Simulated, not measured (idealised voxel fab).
The following process module bears the name voxel self aligned vias.
Shown is cross-section cut, with a width of 230 nm and square cells of size 5 nm.
The cross-sections in this document take the form of a grid made of square cells. They are written out as bands, in order from top to bottom. Each band consists of one or more rows of cells. Heads up on the band format: heights come first, top then bottom, in nm. After that it's the materials left to right, each with its width in nm. A single material flagged "throughout" fills the whole band edge to edge, and "empty" means there's empty space there. Convention: height 0 is the level below which the wafer, as received, is all one material. The lowest band does not terminate at the bottom but continues downward, represented as "0 down". Think of "30->40" as a width that walks from the first number to the second as you go down the band, top row to bottom row, taking equal-sized steps from row to row. "nothing changed" means the step left every cell of the cross-section as it was. "Fully enclosed voids" specifies each empty space that is not open to the top and that occupies no fewer than 8 cells, using the form width x height at distance, the distance measured from the left edge and all three quantities in nm. after a step's settings: what the simulator itself notes on the step. overlay nm: on a step with a mask, how far right of its planned place the mask lay; negative means left.

## Process steps - plan
- 1: RECEIVE [material Si]
- 2: CONFORMAL_DEP [material SiO2] [thk nm 10]
- 3: CONFORMAL_DEP [material SiCN] [thk nm 5]
- 4: DIRECTIONAL_DEP [material SiO2] [thk nm 30]
- 5: MASKED_ETCH [tone open] [mask id LINES] [width nm 20] [pitch nm 50] [etch materials SiO2] [depth nm 30] [overlay nm 0]
- 6: CONFORMAL_DEP [material TiN] [thk nm 5]
- 7: FILL_DEP [material Ru] [thk nm 10]
- 8: CMP [height nm 45]
- 9: SELECTIVE_ETCH [etch materials W Ru TiN] [depth nm 10]
- 10: FILL_DEP [material SiN] [thk nm 10]
- 11: CMP [height nm 45]
- 12: DIRECTIONAL_DEP [material SiO2] [thk nm 15]
- 13: PATTERN [tone open] [mask id VIAS] [material resist] [width nm 30] [thk nm 20] [overlay nm 0]
- 14: DIRECTIONAL_ETCH [etch materials SiO2] [depth nm 15]
- 15: DIRECTIONAL_ETCH [etch materials SiN] [depth nm 10]
- 16: STRIP [etch materials resist]
- 17: CONFORMAL_DEP [material TiN] [thk nm 5]
- 18: FILL_DEP [material W] [thk nm 5]
- 19: CMP [height nm 60]
- 20: CONFORMAL_DEP [material SiCN] [thk nm 5]

## Received-state cross-section, reflecting completion of step 1
  0 down: Si throughout
  Fully enclosed voids: none

## End-of-module XS, first of two wafers, run as planned
  65 to 60: SiCN throughout
  60 to 50: 75 SiO2; 5 TiN; 20 W; 5 TiN; 125 SiO2
  50 to 45: 75 SiO2; 10 TiN; 10 W; 10 TiN; 125 SiO2
  45 to 40: 80 SiO2; 5 TiN; 10 W; 5 TiN; 30 SiO2; 20 SiN; 80 SiO2
  40 to 35: 80 SiO2; 20 TiN; 30 SiO2; 20 SiN; 80 SiO2
  35 to 20: 80 SiO2; 5 TiN; 10 Ru; 5 TiN; 30 SiO2; 5 TiN; 10 Ru; 5 TiN; 80 SiO2
  20 to 15: 80 SiO2; 20 TiN; 30 SiO2; 20 TiN; 80 SiO2
  15 to 10: SiCN throughout
  10 to 0: SiO2 throughout
  0 down: Si throughout
  Fully enclosed voids: none

## End of module, second wafer, cross-section. Started like the first, planned like the first, run with one mistake
  65 to 60: SiCN throughout
  60 to 45: 75 SiO2; 5 TiN; 20 W; 5 TiN; 125 SiO2
  45 to 40: 75 SiN; 10 TiN; 10 W; 10 TiN; 125 SiN
  40 to 35: 80 SiO2; 20 TiN; 30 SiO2; 20 SiN; 80 SiO2
  35 to 15: 80 SiO2; 5 TiN; 10 Ru; 5 TiN; 30 SiO2; 5 TiN; 10 Ru; 5 TiN; 80 SiO2
  15 to 10: 80 SiO2; 20 TiN; 30 SiO2; 20 TiN; 80 SiO2
  10 to 0: SiO2 throughout
  0 down: Si throughout
  Fully enclosed voids: none
So what did we get wrong on this run? step 3 of the plan: omitted, not performed
at the end the second wafer has, in cells: +4 Ru, -46 SiCN, +36 SiN, +4 TiN, +2 W
